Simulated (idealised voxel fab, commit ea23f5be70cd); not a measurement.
Process module in this document: voxel capacitor over wiring
FYI the section here is cut, 210 nm wide, cells are 5 nm squares.
Cross-section, as written here: a square-cell grid given band by band from the top down, where a band holds one or more rows of cells. Each band's line starts with the height of the band's top and of its bottom, in nm. Then come its materials from left to right, each with its width in nm. One material with "full width" fills the band from edge to edge. "blank" is empty space. We count height from 0. Below that, the starting wafer is all one material. The lowest band never ends at the bottom but goes on down; see "0 and below" for how that is written. A width such as "30..40" changes by the same amount from each row of cells to the next, from the band's top row to its bottom row. A step reported as "no change occurred" is a step in which no cell of the cross-section changed. Reported under the label "Fully sealed voids" are the empty spaces having no open way to the top and comprising 8 cells or more; the notation for each is width x height at distance, in which the distance is measured from the left edge and all three values are in nm. It should be noted that, on the line of a given step, the content following the step's settings is a remark produced by the simulator itself with respect to that step. For masked steps, "overlay nm" on the step line gives how far right of plan the mask actually lay; a minus sign means it lay to the left.

**Planned process steps**
step 1: RECEIVE: material Si
step 2: CONFORMAL_DEP: material SiO2, thk nm 10
step 3: CONFORMAL_DEP: material SiCN, thk nm 5
step 4: DIRECTIONAL_DEP: material lowk, thk nm 15
step 5: MASKED_ETCH: tone open, mask id METAL_1, width nm 30, pitch nm 95, etch materials lowk, depth nm 15, overlay nm 0
step 6: MASKED_ETCH: tone open, mask id METAL_1, width nm 30, pitch nm 95, etch materials SiCN, depth nm 5, overlay nm 0
step 7: CONFORMAL_DEP: material TiN, thk nm 5
step 8: FILL_DEP: material Ru, thk nm 5
step 9: CMP: height nm 30
step 10: CONFORMAL_DEP: material SiCN, thk nm 5
step 11: DIRECTIONAL_DEP: material lowk, thk nm 15
step 12: PATTERN: tone open, mask id PLUG_1, material resist, width nm 15, thk nm 15, overlay nm 0
step 13: DIRECTIONAL_ETCH: etch materials lowk, depth nm 15
step 14: DIRECTIONAL_ETCH: etch materials SiCN, depth nm 5
step 15: STRIP: etch materials resist
step 16: CONFORMAL_DEP: material TiN, thk nm 5
step 17: FILL_DEP: material Ru, thk nm 10
step 18: CMP: height nm 50
step 19: DIRECTIONAL_DEP: material TiN, thk nm 5
step 20: DIRECTIONAL_DEP: material Al2O3, thk nm 5
step 21: DIRECTIONAL_DEP: material TiN, thk nm 5
step 22: PATTERN: tone cover, mask id UPPER_PLATE, material resist, width nm 70, thk nm 20, overlay nm 0
step 23: DIRECTIONAL_ETCH: etch materials TiN, depth nm 5
step 24: DIRECTIONAL_ETCH: etch materials Al2O3, depth nm 5
step 25: STRIP: etch materials resist
step 26: MASKED_ETCH: tone cover, mask id LOWER_PLATE, width nm 80, etch materials TiN, depth nm 5, overlay nm 0
step 27: FILL_DEP: material SiO2, thk nm 15
step 28: CMP: height nm 75
step 29: MASKED_ETCH: tone open, mask id PLUG_2, width nm 15, etch materials SiO2, depth nm 10, overlay nm 0
step 30: CONFORMAL_DEP: material TiN, thk nm 5
step 31: FILL_DEP: material W, thk nm 10
step 32: CMP: height nm 75
step 33: CONFORMAL_DEP: material SiCN, thk nm 5

**first wafer, as planned**

**Cross-section, incoming material, after step 1**
0 and below | Si full width
Fully sealed voids: none

**The following cross-section depicts the wafer upon completion of step 2**
10 down to 0 | SiO2 full width
Everything under 0 stays put, no change at all.

**The following cross-section depicts the wafer upon completion of step 3**
15 down to 10 | SiCN full width
Everything under 10 stays put, no change at all.

**The following cross-section depicts the wafer upon completion of step 4**
30 down to 15 | lowk full width
Everything under 15 stays put, no change at all.

**The following cross-section depicts the wafer upon completion of step 5**
30 down to 15 | 40 nm lowk, then 30 nm blank, then 65 nm lowk, then 30 nm blank, then 45 nm lowk
Everything under 15 stays put, no change at all.

**The following cross-section depicts the wafer upon completion of step 6**
30 down to 15 | 40 nm lowk, then 30 nm blank, then 65 nm lowk, then 30 nm blank, then 45 nm lowk
15 down to 10 | 40 nm SiCN, then 30 nm blank, then 65 nm SiCN, then 30 nm blank, then 45 nm SiCN
Everything under 10 stays put, no change at all.

**The following cross-section depicts the wafer upon completion of step 7**
35 down to 30 | 45 nm TiN, then 20 nm blank, then 75 nm TiN, then 20 nm blank, then 50 nm TiN
30 down to 15 | 40 nm lowk, then 5 nm TiN, then 20 nm blank, then 5 nm TiN, then 65 nm lowk, then 5 nm TiN, then 20 nm blank, then 5 nm TiN, then 45 nm lowk
15 down to 10 | 40 nm SiCN, then 30 nm TiN, then 65 nm SiCN, then 30 nm TiN, then 45 nm SiCN
Everything under 10 stays put, no change at all.

**The following cross-section depicts the wafer upon completion of step 8**
40 down to 35 | Ru full width
35 down to 30 | 45 nm TiN, then 20 nm Ru, then 75 nm TiN, then 20 nm Ru, then 50 nm TiN
30 down to 15 | 40 nm lowk, then 5 nm TiN, then 20 nm Ru, then 5 nm TiN, then 65 nm lowk, then 5 nm TiN, then 20 nm Ru, then 5 nm TiN, then 45 nm lowk
Everything under 15 stays put, no change at all.

**The following cross-section depicts the wafer upon completion of step 9**
30 down to 15 | 40 nm lowk, then 5 nm TiN, then 20 nm Ru, then 5 nm TiN, then 65 nm lowk, then 5 nm TiN, then 20 nm Ru, then 5 nm TiN, then 45 nm lowk
Everything under 15 stays put, no change at all.

**The following cross-section depicts the wafer upon completion of step 10**
35 down to 30 | SiCN full width
Everything under 30 stays put, no change at all.

**The following cross-section depicts the wafer upon completion of step 11**
50 down to 35 | lowk full width
Everything under 35 stays put, no change at all.

**The following cross-section depicts the wafer upon completion of step 12**
65 down to 50 | 55 nm resist, then 15 nm blank, then 140 nm resist
Everything under 50 stays put, no change at all.

**The following cross-section depicts the wafer upon completion of step 13**
65 down to 50 | 55 nm resist, then 15 nm blank, then 140 nm resist
50 down to 35 | 55 nm lowk, then 15 nm blank, then 140 nm lowk
Everything under 35 stays put, no change at all.

**The following cross-section depicts the wafer upon completion of step 14**
65 down to 50 | 55 nm resist, then 15 nm blank, then 140 nm resist
50 down to 35 | 55 nm lowk, then 15 nm blank, then 140 nm lowk
35 down to 30 | 55 nm SiCN, then 15 nm blank, then 140 nm SiCN
Everything under 30 stays put, no change at all.

**The following cross-section depicts the wafer upon completion of step 15**
50 down to 35 | 55 nm lowk, then 15 nm blank, then 140 nm lowk
Everything under 35 stays put, no change at all.

**The following cross-section depicts the wafer upon completion of step 16**
55 down to 50 | 60 nm TiN, then 5 nm blank, then 145 nm TiN
50 down to 35 | 55 nm lowk, then 5 nm TiN, then 5 nm blank, then 5 nm TiN, then 140 nm lowk
35 down to 30 | 55 nm SiCN, then 15 nm TiN, then 140 nm SiCN
Everything under 30 stays put, no change at all.

**The following cross-section depicts the wafer upon completion of step 17**
65 down to 55 | Ru full width
55 down to 50 | 60 nm TiN, then 5 nm Ru, then 145 nm TiN
50 down to 35 | 55 nm lowk, then 5 nm TiN, then 5 nm Ru, then 5 nm TiN, then 140 nm lowk
Everything under 35 stays put, no change at all.

**The following cross-section depicts the wafer upon completion of step 18**
50 down to 35 | 55 nm lowk, then 5 nm TiN, then 5 nm Ru, then 5 nm TiN, then 140 nm lowk
Everything under 35 stays put, no change at all.

**The following cross-section depicts the wafer upon completion of step 19**
55 down to 50 | TiN full width
Everything under 50 stays put, no change at all.

**The following cross-section depicts the wafer upon completion of step 20**
60 down to 55 | Al2O3 full width
Everything under 55 stays put, no change at all.

**The following cross-section depicts the wafer upon completion of step 21**
65 down to 60 | TiN full width
Everything under 60 stays put, no change at all.

**The following cross-section depicts the wafer upon completion of step 22**
85 down to 65 | 55 nm blank, then 70 nm resist, then 85 nm blank
Everything under 65 stays put, no change at all.

**The following cross-section depicts the wafer upon completion of step 23**
85 down to 65 | 55 nm blank, then 70 nm resist, then 85 nm blank
65 down to 60 | 55 nm blank, then 70 nm TiN, then 85 nm blank
Everything under 60 stays put, no change at all.

**The following cross-section depicts the wafer upon completion of step 24**
85 down to 65 | 55 nm blank, then 70 nm resist, then 85 nm blank
65 down to 60 | 55 nm blank, then 70 nm TiN, then 85 nm blank
60 down to 55 | 55 nm blank, then 70 nm Al2O3, then 85 nm blank
Everything under 55 stays put, no change at all.

**The following cross-section depicts the wafer upon completion of step 25**
65 down to 60 | 55 nm blank, then 70 nm TiN, then 85 nm blank
Everything under 60 stays put, no change at all.

**The following cross-section depicts the wafer upon completion of step 26**
65 down to 60 | 55 nm blank, then 70 nm TiN, then 85 nm blank
60 down to 55 | 55 nm blank, then 70 nm Al2O3, then 85 nm blank
55 down to 50 | 50 nm blank, then 80 nm TiN, then 80 nm blank
Everything under 50 stays put, no change at all.

**The following cross-section depicts the wafer upon completion of step 27**
80 down to 65 | SiO2 full width
65 down to 60 | 55 nm SiO2, then 70 nm TiN, then 85 nm SiO2
60 down to 55 | 55 nm SiO2, then 70 nm Al2O3, then 85 nm SiO2
55 down to 50 | 50 nm SiO2, then 80 nm TiN, then 80 nm SiO2
Everything under 50 stays put, no change at all.

**The following cross-section depicts the wafer upon completion of step 28**
75 down to 65 | SiO2 full width
Everything under 65 stays put, no change at all.

**The following cross-section depicts the wafer upon completion of step 29**
75 down to 65 | 65 nm SiO2, then 15 nm blank, then 130 nm SiO2
Everything under 65 stays put, no change at all.

**The following cross-section depicts the wafer upon completion of step 30**
80 down to 75 | 70 nm TiN, then 5 nm blank, then 135 nm TiN
75 down to 70 | 65 nm SiO2, then 5 nm TiN, then 5 nm blank, then 5 nm TiN, then 130 nm SiO2
70 down to 60 | 65..55 nm SiO2, then 15..70 nm TiN, then 130..85 nm SiO2
Everything under 60 stays put, no change at all.

**The following cross-section depicts the wafer upon completion of step 31**
90 down to 80 | W full width
80 down to 75 | 70 nm TiN, then 5 nm W, then 135 nm TiN
75 down to 70 | 65 nm SiO2, then 5 nm TiN, then 5 nm W, then 5 nm TiN, then 130 nm SiO2
Everything under 70 stays put, no change at all.

**The following cross-section depicts the wafer upon completion of step 32**
75 down to 70 | 65 nm SiO2, then 5 nm TiN, then 5 nm W, then 5 nm TiN, then 130 nm SiO2
Everything under 70 stays put, no change at all.

**The following cross-section depicts the wafer upon completion of step 33**
80 down to 75 | SiCN full width
Everything under 75 stays put, no change at all.

**Second wafer: same start and same plan as the first, one execution error; identical to the first through step 10**

**Second wafer profile in section, at the moment step 11 of the plan was meant to be complete**
45 down to 35 | lowk full width
Everything under 35 stays put, no change at all.

**Second wafer profile in section, at the moment step 12 of the plan was meant to be complete**
60 down to 45 | 55 nm resist, then 15 nm blank, then 140 nm resist
Everything under 45 stays put, no change at all.

**Second wafer profile in section, at the moment step 13 of the plan was meant to be complete**
60 down to 45 | 55 nm resist, then 15 nm blank, then 140 nm resist
45 down to 35 | 55 nm lowk, then 15 nm blank, then 140 nm lowk
Everything under 35 stays put, no change at all.

**Second wafer profile in section, at the moment step 14 of the plan was meant to be complete**
60 down to 45 | 55 nm resist, then 15 nm blank, then 140 nm resist
45 down to 35 | 55 nm lowk, then 15 nm blank, then 140 nm lowk
35 down to 30 | 55 nm SiCN, then 15 nm blank, then 140 nm SiCN
Everything under 30 stays put, no change at all.

**Second wafer profile in section, at the moment step 15 of the plan was meant to be complete**
45 down to 35 | 55 nm lowk, then 15 nm blank, then 140 nm lowk
Everything under 35 stays put, no change at all.

**Second wafer profile in section, at the moment step 16 of the plan was meant to be complete**
50 down to 45 | 60 nm TiN, then 5 nm blank, then 145 nm TiN
45 down to 35 | 55 nm lowk, then 5 nm TiN, then 5 nm blank, then 5 nm TiN, then 140 nm lowk
35 down to 30 | 55 nm SiCN, then 15 nm TiN, then 140 nm SiCN
Everything under 30 stays put, no change at all.

**Second wafer profile in section, at the moment step 17 of the plan was meant to be complete**
60 down to 50 | Ru full width
50 down to 45 | 60 nm TiN, then 5 nm Ru, then 145 nm TiN
45 down to 35 | 55 nm lowk, then 5 nm TiN, then 5 nm Ru, then 5 nm TiN, then 140 nm lowk
Everything under 35 stays put, no change at all.

**Second wafer profile in section, at the moment step 18 of the plan was meant to be complete**
50 down to 45 | 60 nm TiN, then 5 nm Ru, then 145 nm TiN
Everything under 45 stays put, no change at all.

**Second wafer profile in section, at the moment step 19 of the plan was meant to be complete**
55 down to 50 | TiN full width
Everything under 50 stays put, no change at all.

**Second wafer profile in section, at the moment step 20 of the plan was meant to be complete**
60 down to 55 | Al2O3 full width
Everything under 55 stays put, no change at all.

**Second wafer profile in section, at the moment step 21 of the plan was meant to be complete**
65 down to 60 | TiN full width
Everything under 60 stays put, no change at all.

**Second wafer profile in section, at the moment step 22 of the plan was meant to be complete**
85 down to 65 | 55 nm blank, then 70 nm resist, then 85 nm blank
Everything under 65 stays put, no change at all.

**Second wafer profile in section, at the moment step 23 of the plan was meant to be complete**
85 down to 65 | 55 nm blank, then 70 nm resist, then 85 nm blank
65 down to 60 | 55 nm blank, then 70 nm TiN, then 85 nm blank
Everything under 60 stays put, no change at all.

**Second wafer profile in section, at the moment step 24 of the plan was meant to be complete**
85 down to 65 | 55 nm blank, then 70 nm resist, then 85 nm blank
65 down to 60 | 55 nm blank, then 70 nm TiN, then 85 nm blank
60 down to 55 | 55 nm blank, then 70 nm Al2O3, then 85 nm blank
Everything under 55 stays put, no change at all.

**Second wafer profile in section, at the moment step 25 of the plan was meant to be complete**
65 down to 60 | 55 nm blank, then 70 nm TiN, then 85 nm blank
Everything under 60 stays put, no change at all.

**Second wafer profile in section, at the moment step 26 of the plan was meant to be complete**
65 down to 60 | 55 nm blank, then 70 nm TiN, then 85 nm blank
60 down to 55 | 55 nm blank, then 70 nm Al2O3, then 85 nm blank
55 down to 50 | 50 nm blank, then 80 nm TiN, then 80 nm blank
Everything under 50 stays put, no change at all.

**Second wafer profile in section, at the moment step 27 of the plan was meant to be complete**
80 down to 65 | SiO2 full width
65 down to 60 | 55 nm SiO2, then 70 nm TiN, then 85 nm SiO2
60 down to 55 | 55 nm SiO2, then 70 nm Al2O3, then 85 nm SiO2
55 down to 50 | 50 nm SiO2, then 80 nm TiN, then 80 nm SiO2
Everything under 50 stays put, no change at all.

**Second wafer profile in section, at the moment step 28 of the plan was meant to be complete**
75 down to 65 | SiO2 full width
Everything under 65 stays put, no change at all.

**Second wafer profile in section, at the moment step 29 of the plan was meant to be complete**
75 down to 65 | 65 nm SiO2, then 15 nm blank, then 130 nm SiO2
Everything under 65 stays put, no change at all.

**Second wafer profile in section, at the moment step 30 of the plan was meant to be complete**
80 down to 75 | 70 nm TiN, then 5 nm blank, then 135 nm TiN
75 down to 70 | 65 nm SiO2, then 5 nm TiN, then 5 nm blank, then 5 nm TiN, then 130 nm SiO2
70 down to 60 | 65..55 nm SiO2, then 15..70 nm TiN, then 130..85 nm SiO2
Everything under 60 stays put, no change at all.

**Second wafer profile in section, at the moment step 31 of the plan was meant to be complete**
90 down to 80 | W full width
80 down to 75 | 70 nm TiN, then 5 nm W, then 135 nm TiN
75 down to 70 | 65 nm SiO2, then 5 nm TiN, then 5 nm W, then 5 nm TiN, then 130 nm SiO2
Everything under 70 stays put, no change at all.

**Second wafer profile in section, at the moment step 32 of the plan was meant to be complete**
75 down to 70 | 65 nm SiO2, then 5 nm TiN, then 5 nm W, then 5 nm TiN, then 130 nm SiO2
Everything under 70 stays put, no change at all.

**Second wafer profile in section, at the moment step 33 of the plan was meant to be complete**
80 down to 75 | SiCN full width
Everything under 75 stays put, no change at all.
What went wrong in running the wafer? step 11 ran with different settings than intended, the actual operation and settings being DIRECTIONAL_DEP: material lowk, thk nm 10
Final difference in cells, second wafer against first, listed per material as more or fewer: +39 TiN, -39 lowk
